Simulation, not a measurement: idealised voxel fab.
This section sets out a process module, namely voxel released beams.
FYI the section here is cut, 180 nm wide, cells are 5 nm squares.
A cross-section is written here as square cells arranged in a grid, and it is given in bands from the top down, each band taking up one or more rows of cells. It is stipulated that each band's entry specify, in nanometres, the height of the top of the band and then that of its bottom, followed by the materials of the band in left-to-right sequence, each together with its width in nanometres. A single material marked by the word "throughout" is understood to fill the band from edge to edge; the word "air" is understood to denote empty space. Height 0 is the level under which the wafer as received is all one material. The lowest band goes on downwards, as in "top 0, no bottom". It should be noted that a width expressed as "30->40" varies in equal increments from row to row of cells within the band, taking the value of the first number at the top row and that of the second number at the bottom row. Reading "nothing got changed" for a step: not a cell of the cross-section changed in it. Entry "Sealed-off cavities" = empty spaces >= 8 cells with no open way to the top; each as width x height at distance, distance from left edge, all nm. Heads up: the bit after the settings on a step's line is the simulator's remark on that step. What "overlay nm" on a step's line means: if the step has a mask, that mask lay this far to the right of its planned place, or, when the value is negative, to the left.
Steps in the process plan:
1 RECEIVE,material Si
2 CONFORMAL_DEP,material Al2O3,thk nm 5
3 DIRECTIONAL_DEP,material SiO2,thk nm 20
4 MASKED_ETCH,tone open,mask id ANCHOR,width nm 40,etch materials SiO2,depth nm 20,overlay nm 0
5 CONFORMAL_DEP,material SiN,thk nm 15
6 PATTERN,tone cover,mask id BEAM,material resist,width nm 105,thk nm 15,overlay nm 0
7 DIRECTIONAL_ETCH,etch materials SiN,depth nm 15
8 STRIP,etch materials resist
9 STRIP,etch materials SiO2
The following pertains to the first of two wafers, which was processed as planned:
Cross-section of the wafer as it came to us, i.e., already through step 1:
  top 0, no bottom = Si throughout
  Sealed-off cavities: none
Wafer after step 2 (cross-section):
  top 5, bottom 0 = Al2O3 throughout
  Under 0: no change, same as before.
Wafer after step 3 (cross-section):
  top 25, bottom 5 = SiO2 throughout
  Under 5: no change, same as before.
Wafer after step 4 (cross-section):
  top 25, bottom 5 = 40 SiO2, then 40 air, then 100 SiO2
  Under 5: no change, same as before.
Wafer after step 5 (cross-section):
  top 40, bottom 25 = 55 SiN, then 10 air, then 115 SiN
  top 25, bottom 20 = 40 SiO2, then 15 SiN, then 10 air, then 15 SiN, then 100 SiO2
  top 20, bottom 5 = 40 SiO2, then 40 SiN, then 100 SiO2
  Under 5: no change, same as before.
Wafer after step 6 (cross-section):
  top 55, bottom 40 = 35 air, then 105 resist, then 40 air
  top 40, bottom 25 = 55 SiN, then 10 resist, then 115 SiN
  top 25, bottom 20 = 40 SiO2, then 15 SiN, then 10 resist, then 15 SiN, then 100 SiO2
  Under 20: no change, same as before.
Wafer after step 7 (cross-section):
  top 55, bottom 40 = 35 air, then 105 resist, then 40 air
  top 40, bottom 25 = 35 air, then 20 SiN, then 10 resist, then 75 SiN, then 40 air
  Under 25: no change, same as before.
Wafer after step 8 (cross-section):
  top 40, bottom 25 = 35 air, then 20 SiN, then 10 air, then 75 SiN, then 40 air
  top 25, bottom 20 = 40 SiO2, then 15 SiN, then 10 air, then 15 SiN, then 100 SiO2
  Under 20: no change, same as before.
Wafer after step 9 (cross-section):
  top 40, bottom 25 = 35 air, then 20 SiN, then 10 air, then 75 SiN, then 40 air
  top 25, bottom 20 = 40 air, then 15 SiN, then 10 air, then 15 SiN, then 100 air
  top 20, bottom 5 = 40 air, then 40 SiN, then 100 air
  Under 5: no change, same as before.
Wafer two of the pair: same origin, same plan, one error during the run; identical to wafer one up to and including step 4:
Second wafer profile in section, at the moment step 5 of the plan was meant to be complete:
  top 35, bottom 25 = 50 SiN, then 20 air, then 110 SiN
  top 25, bottom 15 = 40 SiO2, then 10 SiN, then 20 air, then 10 SiN, then 100 SiO2
  top 15, bottom 5 = 40 SiO2, then 40 SiN, then 100 SiO2
  Under 5: no change, same as before.
Second wafer profile in section, at the moment step 6 of the plan was meant to be complete:
  top 50, bottom 35 = 35 air, then 105 resist, then 40 air
  top 35, bottom 25 = 50 SiN, then 20 resist, then 110 SiN
  top 25, bottom 15 = 40 SiO2, then 10 SiN, then 20 resist, then 10 SiN, then 100 SiO2
  Under 15: no change, same as before.
Second wafer profile in section, at the moment step 7 of the plan was meant to be complete:
  top 50, bottom 35 = 35 air, then 105 resist, then 40 air
  top 35, bottom 25 = 35 air, then 15 SiN, then 20 resist, then 70 SiN, then 40 air
  Under 25: no change, same as before.
Second wafer profile in section, at the moment step 8 of the plan was meant to be complete:
  top 35, bottom 25 = 35 air, then 15 SiN, then 20 air, then 70 SiN, then 40 air
  top 25, bottom 15 = 40 SiO2, then 10 SiN, then 20 air, then 10 SiN, then 100 SiO2
  Under 15: no change, same as before.
Second wafer profile in section, at the moment step 9 of the plan was meant to be complete:
  top 35, bottom 25 = 35 air, then 15 SiN, then 20 air, then 70 SiN, then 40 air
  top 25, bottom 15 = 40 air, then 10 SiN, then 20 air, then 10 SiN, then 100 air
  top 15, bottom 5 = 40 air, then 40 SiN, then 100 air
  Under 5: no change, same as before.
The plan and the run diverged here: it should be noted that step 5 was executed with settings other than those planned, the operation and settings actually applied being CONFORMAL_DEP,material SiN,thk nm 10
The final cell counts differ between the wafers, with the second having more or fewer of some materials than the first: -29 SiN
